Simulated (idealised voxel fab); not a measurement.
This section sets out a process module, namely voxel self aligned vias.
Square cells of 5 nm make up the cross-section cut, whose width is 160 nm.
Cross-section = grid of square cells, listed top down in bands; band = one or more rows. Look at the band entry: it leads with the top's height and the bottom's height in nm. Then it lists the materials left to right, with a width in nm for each. The word "edge to edge" on a single material says that material fills the band edge to edge. The word "air" is empty space. It should be noted that heights are counted from 0, beneath which the wafer as supplied is of one material throughout, and that the lowest band possesses no lower boundary but continues downward, as written in "0 nm and below". The expression "30->40" gives the width at the extremes of the band, the first number at its top row of cells and the second at its bottom row, with the width changing by equal amounts from each row to the next in between. It should be understood that the words "no modifications", when stated for a given step, signify that the cross-section underwent no change in any of its cells during that step. The list in "Closed void list" covers empty spaces of 8 cells or more that cannot reach the top through any open way, and it gives each as width x height at distance; the distance is from the left edge, and width, height and distance are in nm. The remark found on a step's line after its settings is issued by the simulator itself and pertains to that step. overlay nm: right-of-plan distance of the mask on a masked step; negative values mean left-of-plan.

**The following list gives the planned process steps**
- 1: op RECEIVE | material Si
- 2: op CONFORMAL_DEP | material SiO2 | thk nm 10
- 3: op CONFORMAL_DEP | material SiCN | thk nm 5
- 4: op DIRECTIONAL_DEP | material SiO2 | thk nm 25
- 5: op PATTERN | tone open | mask id LINES | material resist | width nm 30 | pitch nm 70 | thk nm 20 | overlay nm 0
- 6: op DIRECTIONAL_ETCH | etch materials SiO2 | depth nm 25
- 7: op STRIP | etch materials resist
- 8: op CONFORMAL_DEP | material TiN | thk nm 5
- 9: op FILL_DEP | material W | thk nm 10
- 10: op CMP | height nm 40
- 11: op SELECTIVE_ETCH | etch materials W Ru TiN | depth nm 10
- 12: op FILL_DEP | material SiN | thk nm 5
- 13: op CMP | height nm 40
- 14: op DIRECTIONAL_DEP | material SiO2 | thk nm 15
- 15: op DIRECTIONAL_DEP | material aC | thk nm 10
- 16: op PATTERN | tone open | mask id VIAS | material resist | width nm 40 | thk nm 30 | overlay nm 0
- 17: op DIRECTIONAL_ETCH | etch materials aC | depth nm 10
- 18: op STRIP | etch materials resist
- 19: op DIRECTIONAL_ETCH | etch materials SiO2 | depth nm 15
- 20: op DIRECTIONAL_ETCH | etch materials SiN | depth nm 10
- 21: op STRIP | etch materials aC
- 22: op CONFORMAL_DEP | material TiN | thk nm 5
- 23: op FILL_DEP | material Cu | thk nm 10
- 24: op CMP | height nm 55
- 25: op CONFORMAL_DEP | material SiCN | thk nm 5

**Step 1 complete: cross-section of the wafer as received**
0 nm and below | Si edge to edge
Closed void list: none

**End-of-module XS, first of two wafers, run as planned**
60 nm to 55 nm | SiCN edge to edge
55 nm to 45 nm | 25 SiO2; 5 TiN; 30 Cu; 5 TiN; 95 SiO2
45 nm to 40 nm | 25 SiO2; 10 TiN; 20 Cu; 10 TiN; 95 SiO2
40 nm to 35 nm | 30 SiO2; 5 TiN; 20 Cu; 5 TiN; 40 SiO2; 30 SiN; 30 SiO2
35 nm to 30 nm | 30 SiO2; 30 TiN; 40 SiO2; 30 SiN; 30 SiO2
30 nm to 20 nm | 30 SiO2; 5 TiN; 20 W; 5 TiN; 40 SiO2; 5 TiN; 20 W; 5 TiN; 30 SiO2
20 nm to 15 nm | 30 SiO2; 30 TiN; 40 SiO2; 30 TiN; 30 SiO2
15 nm to 10 nm | SiCN edge to edge
10 nm to 0 nm | SiO2 edge to edge
0 nm and below | Si edge to edge
Closed void list: none

**Second of two wafers, module complete, sectioned: it shares the first wafer's start and plan but was run with one mistake**
60 nm to 55 nm | SiCN edge to edge
55 nm to 45 nm | 25 SiO2; 5 TiN; 30 Cu; 5 TiN; 95 SiO2
45 nm to 40 nm | 25 SiO2; 10 TiN; 20 Cu; 10 TiN; 95 SiO2
40 nm to 35 nm | 30 SiO2; 5 TiN; 20 Cu; 5 TiN; 40 SiO2; 30 SiN; 30 SiO2
35 nm to 30 nm | 30 SiO2; 30 TiN; 40 SiO2; 30 SiN; 30 SiO2
30 nm to 20 nm | 30 SiO2; 5 TiN; 20 W; 5 TiN; 40 SiO2; 5 TiN; 20 W; 5 TiN; 30 SiO2
20 nm to 15 nm | 30 SiO2; 30 TiN; 40 SiO2; 30 TiN; 30 SiO2
15 nm to 10 nm | SiCN edge to edge
10 nm to 0 nm | W edge to edge
0 nm and below | Si edge to edge
Closed void list: none
Finding, execution versus plan: step 2 changed vs plan, executed as op CONFORMAL_DEP | material W | thk nm 10
At the finish, the second wafer shows more or fewer cells for some materials than the first does: SiO2 -64; W +64
